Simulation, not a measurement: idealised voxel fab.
The name of this process module is voxel local oxidation.
The width of the displayed cross-section, cut, is 290 nm; its cells are square, with a size of 5 nm.
Cross-section = grid of square cells, listed top down in bands; band = one or more rows. For a band, the entry starts with two heights in nm, that of the top and then that of the bottom, and carries on with the band's materials in order from left to right, each alongside its width in nm; the word "edge to edge" beside a single material means it fills the band edge to edge, and "empty" means empty space. Measure heights from 0. That's the level where, below it, the as-received wafer is all one material. The lowest band is bottomless and extends downward; write it as in "0 nm and below". A width given as "30->40" starts at the first number in the band's top row and ends at the second number in its bottom row, shifting by an equal amount at every step from row to row. Step marked "identical to before"? Then no cell in the cross-section changed in it. Closed empty spaces (no open way to the top) of 8 cells or more are what "Fully closed voids" lists, each as width x height at distance from the left edge, nm for all three. On a step's line, text after the settings is the simulator commenting on that step. When a step includes a mask, the "overlay nm" setting on its line states how far to the right of its planned place that mask lay, and negative values state how far to the left.

[Process steps (planned)]
1. RECEIVE, material Si
2. CONFORMAL_DEP, material SiO2, thk nm 5
3. CONFORMAL_DEP, material SiN, thk nm 10
4. MASKED_ETCH, tone cover, mask id ACTIVE, width nm 100, pitch nm 140, etch materials SiN, depth nm 10, overlay nm 0
5. SELECTIVE_ETCH, etch materials SiO2, depth nm 5
6. OXIDIZE, depth nm 15
7. STRIP, etch materials SiN

[The first of two wafers, run as planned]

[Cross-sectional view of the wafer in its as-received condition, corresponding to the state after step 1]
    0 nm and below  Si edge to edge
    Fully closed voids: none

[State of the wafer after step 2, shown in cross-section]
    5 nm to 0 nm  SiO2 edge to edge
    Everything below 0 is unchanged.

[State of the wafer after step 3, shown in cross-section]
    15 nm to 5 nm  SiN edge to edge
    Everything below 5 is unchanged.

[State of the wafer after step 4, shown in cross-section]
    15 nm to 5 nm  25 of empty  100 of SiN  40 of empty  100 of SiN  25 of empty
    Everything below 5 is unchanged.

[State of the wafer after step 5, shown in cross-section]
    15 nm to 5 nm  25 of empty  100 of SiN  40 of empty  100 of SiN  25 of empty
    5 nm to 0 nm  30 of empty  90 of SiO2  50 of empty  90 of SiO2  30 of empty
    Everything below 0 is unchanged.

[State of the wafer after step 6, shown in cross-section]
    15 nm to 5 nm  25 of empty  100 of SiN  40 of empty  100 of SiN  25 of empty
    5 nm to 0 nm  30 of empty  90 of SiO2  50 of empty  90 of SiO2  30 of empty
    0 nm to -15 nm  45 of SiO2  60 of Si  80 of SiO2  60 of Si  45 of SiO2
    Everything below -15 is unchanged.

[State of the wafer after step 7, shown in cross-section]
    5 nm to 0 nm  30 of empty  90 of SiO2  50 of empty  90 of SiO2  30 of empty
    Everything below 0 is unchanged.

[Second wafer: same start and same plan as the first, one execution error; identical to the first through step 5]

[Second wafer at the planned finish of step 6, seen in cross-section]
    15 nm to 5 nm  25 of empty  100 of SiN  40 of empty  100 of SiN  25 of empty
    5 nm to 0 nm  30 of empty  90 of SiO2  50 of empty  90 of SiO2  30 of empty
    0 nm to -15 nm  45 of SiO2  60 of Si  80 of SiO2  60 of Si  45 of SiO2
    Everything below -15 is unchanged.

[Second wafer at the planned finish of step 7, seen in cross-section]
    5 nm to 0 nm  30 of empty  90 of SiO2  50 of empty  90 of SiO2  30 of empty
    Everything below 0 is unchanged.
Processing error: step 6 of the plan was carried out twice
It should be noted that the final cross-sections of the two wafers coincide, and the mistake therefore has no effect on the output of this model.
